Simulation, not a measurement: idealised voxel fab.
process module | voxel trench capacitor
cross-section cut | 285 nm wide | cells 5 nm
A cross-section is a grid of square cells, given in bands from the top down. A band is one or more rows of cells.
Each band's line starts with the height of the band's top and of its bottom, in nm. Then come its materials from left to right, each with its width in nm. One material with "throughout" fills the band from edge to edge. "air" is empty space.
Height 0 is the level under which the wafer as received is all one material. The lowest band goes on downwards, as in "0 down".
A width such as "30 to 40" changes by the same amount from each row of cells to the next, from the band's top row to its bottom row.
"no change" after a step means that no cell of the cross-section changed.
closed voids: empty space of 8 cells or more with no open way to the top, each as width x height at its distance from the left edge, in nm
after a step's settings: what the simulator itself notes on the step
overlay nm, on a step with a mask: how far to the right of its planned place the mask lay; to the left if negative
plan
1 op RECEIVE | material Si
2 op CONFORMAL_DEP | material SiN | thk nm 10
3 op PATTERN | tone open | mask id TRENCH | material resist | width nm 20 | pitch nm 50 | thk nm 15 | overlay nm 0
4 op DIRECTIONAL_ETCH | etch materials SiN | depth nm 10
5 op DIRECTIONAL_ETCH | etch materials Si | depth nm 35
6 op STRIP | etch materials resist
7 op CONFORMAL_DEP | material SiO2 | thk nm 5
8 op FILL_DEP | material polySi | thk nm 5
9 op CMP | height nm 10
first wafer, as planned
as received, after step 1
  0 down: Si throughout
  closed voids: none
after step 2
  10 to 0: SiN throughout
  below 0: unchanged
after step 3
  25 to 10: resist 105 | air 20 | resist 30 | air 20 | resist 110
  below 10: unchanged
after step 4
  25 to 10: resist 105 | air 20 | resist 30 | air 20 | resist 110
  10 to 0: SiN 105 | air 20 | SiN 30 | air 20 | SiN 110
  below 0: unchanged
after step 5
  25 to 10: resist 105 | air 20 | resist 30 | air 20 | resist 110
  10 to 0: SiN 105 | air 20 | SiN 30 | air 20 | SiN 110
  0 to -35: Si 105 | air 20 | Si 30 | air 20 | Si 110
  below -35: unchanged
after step 6
  10 to 0: SiN 105 | air 20 | SiN 30 | air 20 | SiN 110
  below 0: unchanged
after step 7
  15 to 10: SiO2 110 | air 10 | SiO2 40 | air 10 | SiO2 115
  10 to 0: SiN 105 | SiO2 5 | air 10 | SiO2 5 | SiN 30 | SiO2 5 | air 10 | SiO2 5 | SiN 110
  0 to -30: Si 105 | SiO2 5 | air 10 | SiO2 5 | Si 30 | SiO2 5 | air 10 | SiO2 5 | Si 110
  -30 to -35: Si 105 | SiO2 20 | Si 30 | SiO2 20 | Si 110
  below -35: unchanged
after step 8
  20 to 15: polySi throughout
  15 to 10: SiO2 110 | polySi 10 | SiO2 40 | polySi 10 | SiO2 115
  10 to 0: SiN 105 | SiO2 5 | polySi 10 | SiO2 5 | SiN 30 | SiO2 5 | polySi 10 | SiO2 5 | SiN 110
  0 to -30: Si 105 | SiO2 5 | polySi 10 | SiO2 5 | Si 30 | SiO2 5 | polySi 10 | SiO2 5 | Si 110
  below -30: unchanged
after step 9
  10 to 0: SiN 105 | SiO2 5 | polySi 10 | SiO2 5 | SiN 30 | SiO2 5 | polySi 10 | SiO2 5 | SiN 110
  below 0: unchanged
second wafer: like start, like plan, one mistake. Through step 2 it matches the first wafer
when step 3 should have ended
  25 to 10: air 105 | resist 20 | air 30 | resist 20 | air 110
  below 10: unchanged
when step 4 should have ended
  25 to 10: air 105 | resist 20 | air 30 | resist 20 | air 110
  10 to 0: air 105 | SiN 20 | air 30 | SiN 20 | air 110
  below 0: unchanged
when step 5 should have ended
  25 to 10: air 105 | resist 20 | air 30 | resist 20 | air 110
  10 to 0: air 105 | SiN 20 | air 30 | SiN 20 | air 110
  0 to -35: air 105 | Si 20 | air 30 | Si 20 | air 110
  below -35: unchanged
when step 6 should have ended
  10 to 0: air 105 | SiN 20 | air 30 | SiN 20 | air 110
  below 0: unchanged
when step 7 should have ended
  15 to 10: air 100 | SiO2 30 | air 20 | SiO2 30 | air 105
  10 to 0: air 100 | SiO2 5 | SiN 20 | SiO2 5 | air 20 | SiO2 5 | SiN 20 | SiO2 5 | air 105
  0 to -30: air 100 | SiO2 5 | Si 20 | SiO2 5 | air 20 | SiO2 5 | Si 20 | SiO2 5 | air 105
  -30 to -35: SiO2 105 | Si 20 | SiO2 30 | Si 20 | SiO2 110
  below -35: unchanged
when step 8 should have ended
  20 to 15: polySi throughout
  15 to 10: polySi 100 | SiO2 30 | polySi 20 | SiO2 30 | polySi 105
  10 to 0: polySi 100 | SiO2 5 | SiN 20 | SiO2 5 | polySi 20 | SiO2 5 | SiN 20 | SiO2 5 | polySi 105
  0 to -30: polySi 100 | SiO2 5 | Si 20 | SiO2 5 | polySi 20 | SiO2 5 | Si 20 | SiO2 5 | polySi 105
  below -30: unchanged
when step 9 should have ended
  10 to 0: polySi 100 | SiO2 5 | SiN 20 | SiO2 5 | polySi 20 | SiO2 5 | SiN 20 | SiO2 5 | polySi 105
  below 0: unchanged
what went wrong: step 3 ran as: op PATTERN | tone cover | mask id TRENCH | material resist | width nm 20 | pitch nm 50 | thk nm 15 | overlay nm 0
at the end the second wafer has, in cells: 287 fewer of Si | 82 fewer of SiN | 41 more of SiO2 | 328 more of polySi
